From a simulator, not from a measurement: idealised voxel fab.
The name of this process module is voxel self aligned vias.
185 nm wide, 5 nm square cells: that's cross-section cut.
Cross-sections here: square-cell grids, written as top-down lists of bands, a band being one or more rows of cells.
What a band's entry tells you: where the top is and where the bottom is, as heights in nm, and after that what lies inside, material by material from left to right, each with its width in nm. Empty space is written as the word "air", and a single material marked with the word "all across" occupies the band from edge to edge.
For the purposes of this specification, 0 denotes the height below which the wafer in its as-received condition is composed wholly of one material, and the lowermost band, lacking a lower limit, extends downward without end, as expressed in "from 0 down".
The expression "30->40" gives the width at the extremes of the band, the first number at its top row of cells and the second at its bottom row, with the width changing by equal amounts from each row to the next in between.
Take "identical to before" at face value: in the step it is given for, the cross-section changed in none of its cells.
"Sealed void inventory" specifies each empty space that is not open to the top and that occupies no fewer than 8 cells, using the form width x height at distance, the distance measured from the left edge and all three quantities in nm.
What comes after the settings on a step's line is commentary from the simulator itself on that step.
overlay nm: mask right of planned place by this much (step with mask). Neg. = left.
## Here's what the planned process steps look like
1: RECEIVE,material Si
2: CONFORMAL_DEP,material SiO2,thk nm 15
3: CONFORMAL_DEP,material SiCN,thk nm 5
4: DIRECTIONAL_DEP,material SiO2,thk nm 20
5: DIRECTIONAL_DEP,material aC,thk nm 15
6: PATTERN,tone open,mask id LINES,material resist,width nm 20,pitch nm 70,thk nm 35,overlay nm 0
7: DIRECTIONAL_ETCH,etch materials aC,depth nm 15
8: STRIP,etch materials resist
9: DIRECTIONAL_ETCH,etch materials SiO2,depth nm 20
10: STRIP,etch materials aC
11: CONFORMAL_DEP,material TiN,thk nm 5
12: FILL_DEP,material W,thk nm 5
13: CMP,height nm 40
14: SELECTIVE_ETCH,etch materials W Ru TiN,depth nm 5
15: FILL_DEP,material SiN,thk nm 5
16: CMP,height nm 40
17: DIRECTIONAL_DEP,material SiO2,thk nm 20
18: DIRECTIONAL_DEP,material aC,thk nm 15
19: PATTERN,tone open,mask id VIAS,material resist,width nm 40,thk nm 30,overlay nm 0
20: DIRECTIONAL_ETCH,etch materials aC,depth nm 15
21: STRIP,etch materials resist
22: DIRECTIONAL_ETCH,etch materials SiO2,depth nm 20
23: DIRECTIONAL_ETCH,etch materials SiN,depth nm 5
24: STRIP,etch materials aC
25: CONFORMAL_DEP,material TiN,thk nm 5
26: FILL_DEP,material Cu,thk nm 5
27: CMP,height nm 60
28: CONFORMAL_DEP,material SiCN,thk nm 5
## Cross-section: wafer on arrival = after step 1
  from 0 down: Si all across
  Sealed void inventory: none
## Cross-section, end of module. Start: as above. Plan: as above. Execution: one mistake
  from 65 to 60: SiCN all across
  from 60 to 45: SiO2=35 | TiN=5 | Cu=30 | TiN=5 | SiO2=110
  from 45 to 40: SiO2=35 | TiN=20 | Cu=5 | TiN=15 | SiO2=110
  from 40 to 35: SiO2=50 | TiN=15 | SiO2=55 | SiN=15 | SiO2=50
  from 35 to 25: SiO2=50 | TiN=5 | W=5 | TiN=5 | SiO2=55 | TiN=5 | W=5 | TiN=5 | SiO2=50
  from 25 to 20: SiO2=50 | TiN=15 | SiO2=55 | TiN=15 | SiO2=50
  from 20 to 15: SiCN all across
  from 15 to 0: SiO2 all across
  from 0 down: Si all across
  Sealed void inventory: none
Here's what went sideways: step 6 deviated from plan and actually ran as PATTERN,tone open,mask id LINES,material resist,width nm 15,pitch nm 70,thk nm 35,overlay nm 0
